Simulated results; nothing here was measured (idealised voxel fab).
Process module under the name voxel self aligned vias
Cross-sectional view cut (width: 225 nm; square cell size: 5 nm).
A cross-section is written here as square cells arranged in a grid, and it is given in bands from the top down, each band taking up one or more rows of cells. What a band's entry tells you: where the top is and where the bottom is, as heights in nm, and after that what lies inside, material by material from left to right, each with its width in nm. Empty space is written as the word "blank", and a single material marked with the word "all across" occupies the band from edge to edge. Measure heights from 0. That's the level where, below it, the as-received wafer is all one material. The lowest band is bottomless and extends downward; write it as in "from 0 down". Width spec "30->40" -> top row of cells at first value, bottom row at second value, equal per-row change in between. "same as before" for a step: no cell of the cross-section changed in that step. "Catalogued sealed voids": sealed empty spaces, 8 cells or more, no open way to top, listed width x height at distance, with distance from the left edge and width, height and distance in nm. What comes after the settings on a step's line is commentary from the simulator itself on that step. The optional step-line setting "overlay nm" applies to steps with a mask and quantifies how far to the right of its planned location the mask lay, a negative value indicating leftward placement.
[Process steps (planned)]
1: RECEIVE,material Si
2: CONFORMAL_DEP,material SiO2,thk nm 15
3: CONFORMAL_DEP,material SiCN,thk nm 5
4: DIRECTIONAL_DEP,material SiO2,thk nm 20
5: DIRECTIONAL_DEP,material aC,thk nm 15
6: PATTERN,tone open,mask id LINES,material resist,width nm 20,pitch nm 50,thk nm 35,overlay nm 0
7: DIRECTIONAL_ETCH,etch materials aC,depth nm 15
8: STRIP,etch materials resist
9: DIRECTIONAL_ETCH,etch materials SiO2,depth nm 20
10: STRIP,etch materials aC
11: CONFORMAL_DEP,material TiN,thk nm 5
12: FILL_DEP,material W,thk nm 5
13: CMP,height nm 40
14: SELECTIVE_ETCH,etch materials W Ru TiN,depth nm 5
15: FILL_DEP,material SiN,thk nm 5
16: CMP,height nm 40
17: DIRECTIONAL_DEP,material SiO2,thk nm 15
18: DIRECTIONAL_DEP,material aC,thk nm 15
19: PATTERN,tone open,mask id VIAS,material resist,width nm 30,pitch nm 50,thk nm 30,overlay nm -15
20: DIRECTIONAL_ETCH,etch materials aC,depth nm 15
21: STRIP,etch materials resist
22: DIRECTIONAL_ETCH,etch materials SiO2,depth nm 15
23: DIRECTIONAL_ETCH,etch materials SiN,depth nm 5
24: STRIP,etch materials aC
25: CONFORMAL_DEP,material TiN,thk nm 5
26: FILL_DEP,material Cu,thk nm 10
27: CMP,height nm 55
28: CONFORMAL_DEP,material SiCN,thk nm 5
The wafers are alike at the start. At step 19, their overlay nm differs. The plan lists the first wafer's value.
[The first of several wafers as received, shown in cross-section; this is its state after step 1]
  from 0 down  Si all across
  Catalogued sealed voids: none
[Shown in cross-section: the first of several wafers at the end of the module, after its last step, step 28]
  from 60 to 55  SiCN all across
  from 55 to 45  SiO2: 55 | TiN: 5 | Cu: 20 | TiN: 5 | SiO2: 20 | TiN: 5 | Cu: 20 | TiN: 5 | SiO2: 90
  from 45 to 40  SiO2: 55 | TiN: 30 | SiO2: 20 | TiN: 30 | SiO2: 90
  from 40 to 35  SiO2: 75 | TiN: 10 | SiN: 10 | SiO2: 30 | TiN: 10 | SiN: 10 | SiO2: 80
  from 35 to 25  SiO2: 75 | TiN: 5 | W: 10 | TiN: 5 | SiO2: 30 | TiN: 5 | W: 10 | TiN: 5 | SiO2: 80
  from 25 to 20  SiO2: 75 | TiN: 20 | SiO2: 30 | TiN: 20 | SiO2: 80
  from 20 to 15  SiCN all across
  from 15 to 0  SiO2 all across
  from 0 down  Si all across
  Catalogued sealed voids: none
[At the end of the module, the last of several wafers in cross-section]
  from 60 to 55  SiCN all across
  from 55 to 45  SiO2: 85 | TiN: 5 | Cu: 20 | TiN: 5 | SiO2: 20 | TiN: 5 | Cu: 20 | TiN: 5 | SiO2: 60
  from 45 to 40  SiO2: 85 | TiN: 30 | SiO2: 20 | TiN: 30 | SiO2: 60
  from 40 to 35  SiO2: 75 | SiN: 10 | TiN: 10 | SiO2: 30 | SiN: 10 | TiN: 10 | SiO2: 80
  from 35 to 25  SiO2: 75 | TiN: 5 | W: 10 | TiN: 5 | SiO2: 30 | TiN: 5 | W: 10 | TiN: 5 | SiO2: 80
  from 25 to 20  SiO2: 75 | TiN: 20 | SiO2: 30 | TiN: 20 | SiO2: 80
  from 20 to 15  SiCN all across
  from 15 to 0  SiO2 all across
  from 0 down  Si all across
  Catalogued sealed voids: none
[wafer rows; end of module; cells per material since receipt: (+) gained, (-) lost; then closed voids]
overlay nm -15, +16 Cu, +90 SiCN, +4 SiN, +382 SiO2, +40 TiN, +8 W, Catalogued sealed voids: none
overlay nm -10, +18 Cu, +90 SiCN, +2 SiN, +382 SiO2, +40 TiN, +8 W, Catalogued sealed voids: none
overlay nm -5, +20 Cu, +90 SiCN, +382 SiO2, +40 TiN, +8 W, Catalogued sealed voids: none
overlay nm 0, +20 Cu, +90 SiCN, +382 SiO2, +40 TiN, +8 W, Catalogued sealed voids: none
overlay nm 5, +20 Cu, +90 SiCN, +382 SiO2, +40 TiN, +8 W, Catalogued sealed voids: none
overlay nm 10, +18 Cu, +90 SiCN, +2 SiN, +382 SiO2, +40 TiN, +8 W, Catalogued sealed voids: none
overlay nm 15, +16 Cu, +90 SiCN, +4 SiN, +382 SiO2, +40 TiN, +8 W, Catalogued sealed voids: none
